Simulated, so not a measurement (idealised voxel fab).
process module | voxel double patterning
The cross-section shown here is cut; it is 270 nm wide and divided into square cells measuring 5 nm on a side.
If you're reading a cross-section in this doc, picture square cells in a grid; it comes to you as bands, top ones listed first down to the bottom, and a band can be one or more rows of cells. This entry defines a band. It first specifies the height of the band's top and the height of its bottom in nm, and then specifies the band's materials from left to right, stating each material with its width in nm. The word "all across" identifies a single material that fills the band from edge to edge, while the word "blank" identifies empty space. A quick word on heights: they are counted from 0, and under that level the wafer as it came to us is one material throughout. The lowest band is different from the rest in having no bottom; it simply continues downward, written as in "0 down". Width spec "30..40" -> top row of cells at first value, bottom row at second value, equal per-row change in between. Where a step carries "changes: none", the cross-section came out of it unchanged, cell for cell. Reported under the label "Fully closed voids" are the empty spaces having no open way to the top and comprising 8 cells or more; the notation for each is width x height at distance, in which the distance is measured from the left edge and all three values are in nm. Whatever follows a step's settings on its line is a remark the simulator itself makes about that step. Each step line may optionally specify "overlay nm", which for a step with a mask gives the rightward distance between the mask's planned place and where it lay, a negative value indicating the leftward direction.

Planned step list for the process:
- 1: op RECEIVE | material Si
- 2: op CONFORMAL_DEP | material SiN | thk nm 5
- 3: op DIRECTIONAL_DEP | material SiO2 | thk nm 15
- 4: op DIRECTIONAL_DEP | material SiCN | thk nm 5
- 5: op PATTERN | tone open | mask id FIRST | material resist | width nm 15 | pitch nm 50 | thk nm 20 | overlay nm 0
- 6: op DIRECTIONAL_ETCH | etch materials SiCN | depth nm 5
- 7: op STRIP | etch materials resist
- 8: op PATTERN | tone open | mask id SECOND | material resist | width nm 15 | thk nm 20 | overlay nm 0
- 9: op DIRECTIONAL_ETCH | etch materials SiCN | depth nm 5
- 10: op STRIP | etch materials resist
- 11: op DIRECTIONAL_ETCH | etch materials SiO2 | depth nm 15
- 12: op STRIP | etch materials SiCN

The first of two wafers, run as planned:

as received, after step 1:
	0 down | Si all across
	Fully closed voids: none

Step 2 done - wafer cross-section:
	5 to 0 | SiN all across
	Everything below 0 is unchanged.

Step 3 done - wafer cross-section:
	20 to 5 | SiO2 all across
	Everything below 5 is unchanged.

Step 4 done - wafer cross-section:
	25 to 20 | SiCN all across
	Everything below 20 is unchanged.

Step 5 done - wafer cross-section:
	45 to 25 | resist (100)  blank (15)  resist (35)  blank (15)  resist (105)
	Everything below 25 is unchanged.

Step 6 done - wafer cross-section:
	45 to 25 | resist (100)  blank (15)  resist (35)  blank (15)  resist (105)
	25 to 20 | SiCN (100)  blank (15)  SiCN (35)  blank (15)  SiCN (105)
	Everything below 20 is unchanged.

Step 7 done - wafer cross-section:
	25 to 20 | SiCN (100)  blank (15)  SiCN (35)  blank (15)  SiCN (105)
	Everything below 20 is unchanged.

Step 8 done - wafer cross-section:
	45 to 25 | resist (125)  blank (15)  resist (130)
	25 to 20 | SiCN (100)  resist (15)  SiCN (35)  resist (15)  SiCN (105)
	Everything below 20 is unchanged.

Step 9 done - wafer cross-section:
	45 to 25 | resist (125)  blank (15)  resist (130)
	25 to 20 | SiCN (100)  resist (15)  SiCN (10)  blank (15)  SiCN (10)  resist (15)  SiCN (105)
	Everything below 20 is unchanged.

Step 10 done - wafer cross-section:
	25 to 20 | SiCN (100)  blank (15)  SiCN (10)  blank (15)  SiCN (10)  blank (15)  SiCN (105)
	Everything below 20 is unchanged.

Step 11 done - wafer cross-section:
	25 to 20 | SiCN (100)  blank (15)  SiCN (10)  blank (15)  SiCN (10)  blank (15)  SiCN (105)
	20 to 5 | SiO2 (100)  blank (15)  SiO2 (10)  blank (15)  SiO2 (10)  blank (15)  SiO2 (105)
	Everything below 5 is unchanged.

Step 12 done - wafer cross-section:
	20 to 5 | SiO2 (100)  blank (15)  SiO2 (10)  blank (15)  SiO2 (10)  blank (15)  SiO2 (105)
	Everything below 5 is unchanged.

second wafer: like start, like plan, one mistake. Through step 7 it matches the first wafer:

Look at the second wafer in cross-section at the time step 8 ought to have finished:
	45 to 25 | blank (125)  resist (15)  blank (130)
	Everything below 25 is unchanged.

Look at the second wafer in cross-section at the time step 9 ought to have finished:
	45 to 25 | blank (125)  resist (15)  blank (130)
	25 to 20 | blank (125)  SiCN (15)  blank (130)
	Everything below 20 is unchanged.

Look at the second wafer in cross-section at the time step 10 ought to have finished:
	25 to 20 | blank (125)  SiCN (15)  blank (130)
	Everything below 20 is unchanged.

Look at the second wafer in cross-section at the time step 11 ought to have finished:
	25 to 20 | blank (125)  SiCN (15)  blank (130)
	20 to 5 | blank (125)  SiO2 (15)  blank (130)
	Everything below 5 is unchanged.

Look at the second wafer in cross-section at the time step 12 ought to have finished:
	20 to 5 | blank (125)  SiO2 (15)  blank (130)
	Everything below 5 is unchanged.
Misprocessing identified: contrary to plan, step 8 was performed as op PATTERN | tone cover | mask id SECOND | material resist | width nm 15 | thk nm 20 | overlay nm 0
Final tally in cells, some materials are higher or lower on the second wafer than on the first: 126 fewer of SiO2
